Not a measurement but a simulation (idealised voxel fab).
The process module that follows is named voxel self aligned vias.
It is cross-section cut that appears here, measuring 280 nm in width, its square cells being 5 nm in size.
The cross-sections in this document take the form of a grid made of square cells. They are written out as bands, in order from top to bottom. Each band consists of one or more rows of cells.
In this notation a band is specified by the heights of its top and bottom, in that order and in nm, after which its materials appear from left to right, each paired with its width in nm. The word "full width" attached to a single material means that material fills the band from edge to edge; the word "air" stands for empty space.
Counting heights begins at 0, where everything beneath is, in the wafer as received, one material. The lowest band has no bottom; it goes on downwards, as "top 0, no bottom" shows.
Think of "30->40" as a width that walks from the first number to the second as you go down the band, top row to bottom row, taking equal-sized steps from row to row.
"remains unaltered" after a step means that no cell of the cross-section changed.
Closed-off voids of 8+ cells (no open route to the top) go in "Sealed voids", written width x height at distance from the left edge, in nm.
Read whatever lies past the settings on a step's line as the simulator's own remark about the step.
A step's line can hold "overlay nm"; with a mask on that step, the setting says how far right of the planned place the mask lay, while a negative setting says it lay to the left.

These are the steps we planned for the process:
step 1: RECEIVE (material Si)
step 2: CONFORMAL_DEP (material SiO2; thk nm 10)
step 3: CONFORMAL_DEP (material SiCN; thk nm 5)
step 4: DIRECTIONAL_DEP (material lowk; thk nm 20)
step 5: DIRECTIONAL_DEP (material aC; thk nm 10)
step 6: PATTERN (tone open; mask id LINES; material resist; width nm 30; pitch nm 65; thk nm 30; overlay nm 0)
step 7: DIRECTIONAL_ETCH (etch materials aC; depth nm 10)
step 8: STRIP (etch materials resist)
step 9: DIRECTIONAL_ETCH (etch materials lowk; depth nm 20)
step 10: STRIP (etch materials aC)
step 11: CONFORMAL_DEP (material TiN; thk nm 5)
step 12: FILL_DEP (material W; thk nm 10)
step 13: CMP (height nm 35)
step 14: SELECTIVE_ETCH (etch materials W Ru TiN; depth nm 5)
step 15: FILL_DEP (material SiN; thk nm 5)
step 16: CMP (height nm 35)
step 17: DIRECTIONAL_DEP (material lowk; thk nm 20)
step 18: PATTERN (tone open; mask id VIAS; material resist; width nm 40; thk nm 20; overlay nm 0)
step 19: DIRECTIONAL_ETCH (etch materials lowk; depth nm 20)
step 20: DIRECTIONAL_ETCH (etch materials SiN; depth nm 5)
step 21: STRIP (etch materials resist)
step 22: CONFORMAL_DEP (material TiN; thk nm 5)
step 23: FILL_DEP (material Cu; thk nm 5)
step 24: CMP (height nm 55)
step 25: CONFORMAL_DEP (material SiN; thk nm 5)

Below: the first of two wafers, run as planned:

As received (post step 1): cross-section:
> top 0, no bottom = Si full width
> Sealed voids: none

after step 2:
> top 10, bottom 0 = SiO2 full width
> Beneath the level 0, the cross-section is identical to its previous state.

after step 3:
> top 15, bottom 10 = SiCN full width
> Beneath the level 10, the cross-section is identical to its previous state.

after step 4:
> top 35, bottom 15 = lowk full width
> Beneath the level 15, the cross-section is identical to its previous state.

after step 5:
> top 45, bottom 35 = aC full width
> Beneath the level 35, the cross-section is identical to its previous state.

after step 6:
> top 75, bottom 45 = resist: 90 | air: 30 | resist: 35 | air: 30 | resist: 95
> Beneath the level 45, the cross-section is identical to its previous state.

after step 7:
> top 65, bottom 45 = resist: 90 | air: 30 | resist: 35 | air: 30 | resist: 95
> top 45, bottom 35 = aC: 90 | air: 30 | aC: 35 | air: 30 | aC: 95
> Beneath the level 35, the cross-section is identical to its previous state.

after step 8:
> top 45, bottom 35 = aC: 90 | air: 30 | aC: 35 | air: 30 | aC: 95
> Beneath the level 35, the cross-section is identical to its previous state.

after step 9:
> top 45, bottom 35 = aC: 90 | air: 30 | aC: 35 | air: 30 | aC: 95
> top 35, bottom 15 = lowk: 90 | air: 30 | lowk: 35 | air: 30 | lowk: 95
> Beneath the level 15, the cross-section is identical to its previous state.

after step 10:
> top 35, bottom 15 = lowk: 90 | air: 30 | lowk: 35 | air: 30 | lowk: 95
> Beneath the level 15, the cross-section is identical to its previous state.

after step 11:
> top 40, bottom 35 = TiN: 95 | air: 20 | TiN: 45 | air: 20 | TiN: 100
> top 35, bottom 20 = lowk: 90 | TiN: 5 | air: 20 | TiN: 5 | lowk: 35 | TiN: 5 | air: 20 | TiN: 5 | lowk: 95
> top 20, bottom 15 = lowk: 90 | TiN: 30 | lowk: 35 | TiN: 30 | lowk: 95
> Beneath the level 15, the cross-section is identical to its previous state.

after step 12:
> top 50, bottom 40 = W full width
> top 40, bottom 35 = TiN: 95 | W: 20 | TiN: 45 | W: 20 | TiN: 100
> top 35, bottom 20 = lowk: 90 | TiN: 5 | W: 20 | TiN: 5 | lowk: 35 | TiN: 5 | W: 20 | TiN: 5 | lowk: 95
> Beneath the level 20, the cross-section is identical to its previous state.

after step 13:
> top 35, bottom 20 = lowk: 90 | TiN: 5 | W: 20 | TiN: 5 | lowk: 35 | TiN: 5 | W: 20 | TiN: 5 | lowk: 95
> Beneath the level 20, the cross-section is identical to its previous state.

after step 14:
> top 35, bottom 30 = lowk: 90 | air: 30 | lowk: 35 | air: 30 | lowk: 95
> Beneath the level 30, the cross-section is identical to its previous state.

after step 15:
> top 40, bottom 35 = SiN full width
> top 35, bottom 30 = lowk: 90 | SiN: 30 | lowk: 35 | SiN: 30 | lowk: 95
> Beneath the level 30, the cross-section is identical to its previous state.

after step 16:
> top 35, bottom 30 = lowk: 90 | SiN: 30 | lowk: 35 | SiN: 30 | lowk: 95
> Beneath the level 30, the cross-section is identical to its previous state.

after step 17:
> top 55, bottom 35 = lowk full width
> Beneath the level 35, the cross-section is identical to its previous state.

after step 18:
> top 75, bottom 55 = resist: 85 | air: 40 | resist: 155
> Beneath the level 55, the cross-section is identical to its previous state.

after step 19:
> top 75, bottom 55 = resist: 85 | air: 40 | resist: 155
> top 55, bottom 35 = lowk: 85 | air: 40 | lowk: 155
> Beneath the level 35, the cross-section is identical to its previous state.

after step 20:
> top 75, bottom 55 = resist: 85 | air: 40 | resist: 155
> top 55, bottom 35 = lowk: 85 | air: 40 | lowk: 155
> top 35, bottom 30 = lowk: 90 | air: 30 | lowk: 35 | SiN: 30 | lowk: 95
> Beneath the level 30, the cross-section is identical to its previous state.

after step 21:
> top 55, bottom 35 = lowk: 85 | air: 40 | lowk: 155
> Beneath the level 35, the cross-section is identical to its previous state.

after step 22:
> top 60, bottom 55 = TiN: 90 | air: 30 | TiN: 160
> top 55, bottom 40 = lowk: 85 | TiN: 5 | air: 30 | TiN: 5 | lowk: 155
> top 40, bottom 35 = lowk: 85 | TiN: 10 | air: 20 | TiN: 10 | lowk: 155
> top 35, bottom 30 = lowk: 90 | TiN: 30 | lowk: 35 | SiN: 30 | lowk: 95
> Beneath the level 30, the cross-section is identical to its previous state.

after step 23:
> top 65, bottom 60 = Cu full width
> top 60, bottom 55 = TiN: 90 | Cu: 30 | TiN: 160
> top 55, bottom 40 = lowk: 85 | TiN: 5 | Cu: 30 | TiN: 5 | lowk: 155
> top 40, bottom 35 = lowk: 85 | TiN: 10 | Cu: 20 | TiN: 10 | lowk: 155
> Beneath the level 35, the cross-section is identical to its previous state.

after step 24:
> top 55, bottom 40 = lowk: 85 | TiN: 5 | Cu: 30 | TiN: 5 | lowk: 155
> Beneath the level 40, the cross-section is identical to its previous state.

after step 25:
> top 60, bottom 55 = SiN full width
> Beneath the level 55, the cross-section is identical to its previous state.

The Second Wafer: Common Origin and Plan, One Mistake in Execution, Identical to the First Through Step 17:

X-section, second wafer, when step 18 was due to finish:
> top 75, bottom 55 = air: 85 | resist: 40 | air: 155
> Beneath the level 55, the cross-section is identical to its previous state.

X-section, second wafer, when step 19 was due to finish:
> top 75, bottom 55 = air: 85 | resist: 40 | air: 155
> top 55, bottom 35 = air: 85 | lowk: 40 | air: 155
> Beneath the level 35, the cross-section is identical to its previous state.

X-section, second wafer, when step 20 was due to finish:
> top 75, bottom 55 = air: 85 | resist: 40 | air: 155
> top 55, bottom 35 = air: 85 | lowk: 40 | air: 155
> top 35, bottom 30 = lowk: 90 | SiN: 30 | lowk: 35 | air: 30 | lowk: 95
> Beneath the level 30, the cross-section is identical to its previous state.

X-section, second wafer, when step 21 was due to finish:
> top 55, bottom 35 = air: 85 | lowk: 40 | air: 155
> Beneath the level 35, the cross-section is identical to its previous state.

X-section, second wafer, when step 22 was due to finish:
> top 60, bottom 55 = air: 80 | TiN: 50 | air: 150
> top 55, bottom 40 = air: 80 | TiN: 5 | lowk: 40 | TiN: 5 | air: 150
> top 40, bottom 35 = TiN: 85 | lowk: 40 | TiN: 35 | air: 20 | TiN: 100
> top 35, bottom 30 = lowk: 90 | SiN: 30 | lowk: 35 | TiN: 30 | lowk: 95
> Beneath the level 30, the cross-section is identical to its previous state.

X-section, second wafer, when step 23 was due to finish:
> top 65, bottom 60 = Cu full width
> top 60, bottom 55 = Cu: 80 | TiN: 50 | Cu: 150
> top 55, bottom 40 = Cu: 80 | TiN: 5 | lowk: 40 | TiN: 5 | Cu: 150
> top 40, bottom 35 = TiN: 85 | lowk: 40 | TiN: 35 | Cu: 20 | TiN: 100
> Beneath the level 35, the cross-section is identical to its previous state.

X-section, second wafer, when step 24 was due to finish:
> top 55, bottom 40 = Cu: 80 | TiN: 5 | lowk: 40 | TiN: 5 | Cu: 150
> Beneath the level 40, the cross-section is identical to its previous state.

X-section, second wafer, when step 25 was due to finish:
> top 60, bottom 55 = SiN full width
> Beneath the level 55, the cross-section is identical to its previous state.
Diagnosis: step 18 ran differently from the plan; actual operation with settings: PATTERN (tone cover; mask id VIAS; material resist; width nm 40; thk nm 20; overlay nm 0)
Per the end-of-run cell counts, the second wafer holds more or fewer of some materials than the first: 120 more of Cu, 40 more of TiN, 160 fewer of lowk
